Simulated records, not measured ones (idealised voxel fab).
process module | voxel self aligned contacts
cross-section cut | 155 nm wide | cells 5 nm
A cross-section is a grid of square cells, given in bands from the top down. A band is one or more rows of cells.
Each band's line starts with the height of the band's top and of its bottom, in nm. Then come its materials from left to right, each with its width in nm. One material with "throughout" fills the band from edge to edge. "air" is empty space.
Height 0 is the level under which the wafer as received is all one material. The lowest band goes on downwards, as in "0 down".
A width such as "30 to 40" changes by the same amount from each row of cells to the next, from the band's top row to its bottom row.
"no change" after a step means that no cell of the cross-section changed.
closed voids: empty space of 8 cells or more with no open way to the top, each as width x height at its distance from the left edge, in nm
after a step's settings: what the simulator itself notes on the step
overlay nm, on a step with a mask: how far to the right of its planned place the mask lay; to the left if negative
plan
1 op RECEIVE | material Si
2 op OXIDIZE | depth nm 5
3 op DIRECTIONAL_DEP | material polySi | thk nm 20
4 op DIRECTIONAL_DEP | material SiN | thk nm 25
5 op MASKED_ETCH | tone cover | mask id GATE | width nm 35 | pitch nm 75 | etch materials SiN | depth nm 25 | overlay nm 0
6 op MASKED_ETCH | tone cover | mask id GATE | width nm 35 | pitch nm 75 | etch materials polySi | depth nm 20 | overlay nm 0
7 op CONFORMAL_DEP | material SiN | thk nm 10
8 op DIRECTIONAL_ETCH | etch materials SiN | depth nm 10
9 op FILL_DEP | material SiO2 | thk nm 15
10 op CMP | height nm 50
11 op DIRECTIONAL_DEP | material aC | thk nm 10
12 op PATTERN | tone open | mask id CONTACT | material resist | width nm 60 | thk nm 25 | overlay nm 0
13 op DIRECTIONAL_ETCH | etch materials aC | depth nm 10
14 op STRIP | etch materials resist
15 op DIRECTIONAL_ETCH | etch materials SiO2 | depth nm 55
16 op STRIP | etch materials aC
17 op CONFORMAL_DEP | material TiN | thk nm 5
18 op FILL_DEP | material W | thk nm 5
19 op CMP | height nm 50
20 op CONFORMAL_DEP | material SiCN | thk nm 5
first wafer, as planned
as received, after step 1
  0 down: Si throughout
  closed voids: none
after step 2
  0 to -5: SiO2 throughout
  below -5: unchanged
after step 3
  20 to 0: polySi throughout
  below 0: unchanged
after step 4
  45 to 20: SiN throughout
  below 20: unchanged
after step 5
  45 to 20: air 20 | SiN 35 | air 40 | SiN 35 | air 25
  below 20: unchanged
after step 6
  45 to 20: air 20 | SiN 35 | air 40 | SiN 35 | air 25
  20 to 0: air 20 | polySi 35 | air 40 | polySi 35 | air 25
  below 0: unchanged
after step 7
  55 to 20: air 10 | SiN 55 | air 20 | SiN 55 | air 15
  20 to 10: air 10 | SiN 10 | polySi 35 | SiN 10 | air 20 | SiN 10 | polySi 35 | SiN 10 | air 15
  10 to 0: SiN 20 | polySi 35 | SiN 40 | polySi 35 | SiN 25
  below 0: unchanged
after step 8
  45 to 20: air 10 | SiN 55 | air 20 | SiN 55 | air 15
  20 to 0: air 10 | SiN 10 | polySi 35 | SiN 10 | air 20 | SiN 10 | polySi 35 | SiN 10 | air 15
  below 0: unchanged
after step 9
  60 to 45: SiO2 throughout
  45 to 20: SiO2 10 | SiN 55 | SiO2 20 | SiN 55 | SiO2 15
  20 to 0: SiO2 10 | SiN 10 | polySi 35 | SiN 10 | SiO2 20 | SiN 10 | polySi 35 | SiN 10 | SiO2 15
  below 0: unchanged
after step 10
  50 to 45: SiO2 throughout
  below 45: unchanged
after step 11
  60 to 50: aC throughout
  below 50: unchanged
after step 12
  85 to 60: resist 45 | air 60 | resist 50
  below 60: unchanged
after step 13
  75 to 60: resist 45 | air 60 | resist 50
  60 to 50: aC 45 | air 60 | aC 50
  below 50: unchanged
after step 14
  60 to 50: aC 45 | air 60 | aC 50
  below 50: unchanged
after step 15
  60 to 50: aC 45 | air 60 | aC 50
  50 to 45: SiO2 45 | air 60 | SiO2 50
  45 to 20: SiO2 10 | SiN 55 | air 20 | SiN 55 | SiO2 15
  20 to 0: SiO2 10 | SiN 10 | polySi 35 | SiN 10 | air 20 | SiN 10 | polySi 35 | SiN 10 | SiO2 15
  0 to -5: SiO2 65 | air 20 | SiO2 70
  below -5: unchanged
after step 16
  50 to 45: SiO2 45 | air 60 | SiO2 50
  below 45: unchanged
after step 17
  55 to 50: TiN 50 | air 50 | TiN 55
  50 to 45: SiO2 45 | TiN 25 | air 10 | TiN 25 | SiO2 50
  45 to 20: SiO2 10 | SiN 55 | TiN 5 | air 10 | TiN 5 | SiN 55 | SiO2 15
  20 to 0: SiO2 10 | SiN 10 | polySi 35 | SiN 10 | TiN 5 | air 10 | TiN 5 | SiN 10 | polySi 35 | SiN 10 | SiO2 15
  0 to -5: SiO2 65 | TiN 20 | SiO2 70
  below -5: unchanged
after step 18
  60 to 55: W throughout
  55 to 50: TiN 50 | W 50 | TiN 55
  50 to 45: SiO2 45 | TiN 25 | W 10 | TiN 25 | SiO2 50
  45 to 20: SiO2 10 | SiN 55 | TiN 5 | W 10 | TiN 5 | SiN 55 | SiO2 15
  20 to 0: SiO2 10 | SiN 10 | polySi 35 | SiN 10 | TiN 5 | W 10 | TiN 5 | SiN 10 | polySi 35 | SiN 10 | SiO2 15
  below 0: unchanged
after step 19
  50 to 45: SiO2 45 | TiN 25 | W 10 | TiN 25 | SiO2 50
  below 45: unchanged
after step 20
  55 to 50: SiCN throughout
  below 50: unchanged
second wafer: like start, like plan, one mistake. Through step 6 it matches the first wafer
when step 7 should have ended: no change
when step 8 should have ended
  35 to 20: air 20 | SiN 35 | air 40 | SiN 35 | air 25
  below 20: unchanged
when step 9 should have ended
  50 to 35: SiO2 throughout
  35 to 20: SiO2 20 | SiN 35 | SiO2 40 | SiN 35 | SiO2 25
  20 to 0: SiO2 20 | polySi 35 | SiO2 40 | polySi 35 | SiO2 25
  below 0: unchanged
when step 10 should have ended: no change
when step 11 should have ended
  60 to 50: aC throughout
  below 50: unchanged
when step 12 should have ended
  85 to 60: resist 45 | air 60 | resist 50
  below 60: unchanged
when step 13 should have ended
  75 to 60: resist 45 | air 60 | resist 50
  60 to 50: aC 45 | air 60 | aC 50
  below 50: unchanged
when step 14 should have ended
  60 to 50: aC 45 | air 60 | aC 50
  below 50: unchanged
when step 15 should have ended
  60 to 50: aC 45 | air 60 | aC 50
  50 to 35: SiO2 45 | air 60 | SiO2 50
  35 to 20: SiO2 20 | SiN 35 | air 40 | SiN 35 | SiO2 25
  20 to 0: SiO2 20 | polySi 35 | air 40 | polySi 35 | SiO2 25
  0 to -5: SiO2 55 | air 40 | SiO2 60
  below -5: unchanged
when step 16 should have ended
  50 to 35: SiO2 45 | air 60 | SiO2 50
  below 35: unchanged
when step 17 should have ended
  55 to 50: TiN 50 | air 50 | TiN 55
  50 to 40: SiO2 45 | TiN 5 | air 50 | TiN 5 | SiO2 50
  40 to 35: SiO2 45 | TiN 15 | air 30 | TiN 15 | SiO2 50
  35 to 20: SiO2 20 | SiN 35 | TiN 5 | air 30 | TiN 5 | SiN 35 | SiO2 25
  20 to 0: SiO2 20 | polySi 35 | TiN 5 | air 30 | TiN 5 | polySi 35 | SiO2 25
  0 to -5: SiO2 55 | TiN 40 | SiO2 60
  below -5: unchanged
when step 18 should have ended
  60 to 55: W throughout
  55 to 50: TiN 50 | W 50 | TiN 55
  50 to 40: SiO2 45 | TiN 5 | W 50 | TiN 5 | SiO2 50
  40 to 35: SiO2 45 | TiN 15 | W 30 | TiN 15 | SiO2 50
  35 to 20: SiO2 20 | SiN 35 | TiN 5 | W 30 | TiN 5 | SiN 35 | SiO2 25
  20 to 0: SiO2 20 | polySi 35 | TiN 5 | W 30 | TiN 5 | polySi 35 | SiO2 25
  below 0: unchanged
when step 19 should have ended
  50 to 40: SiO2 45 | TiN 5 | W 50 | TiN 5 | SiO2 50
  below 40: unchanged
when step 20 should have ended
  55 to 50: SiCN throughout
  below 50: unchanged
what went wrong: step 7 was left out
at the end the second wafer has, in cells: 100 fewer of SiN | 52 more of SiO2 | 48 more of W
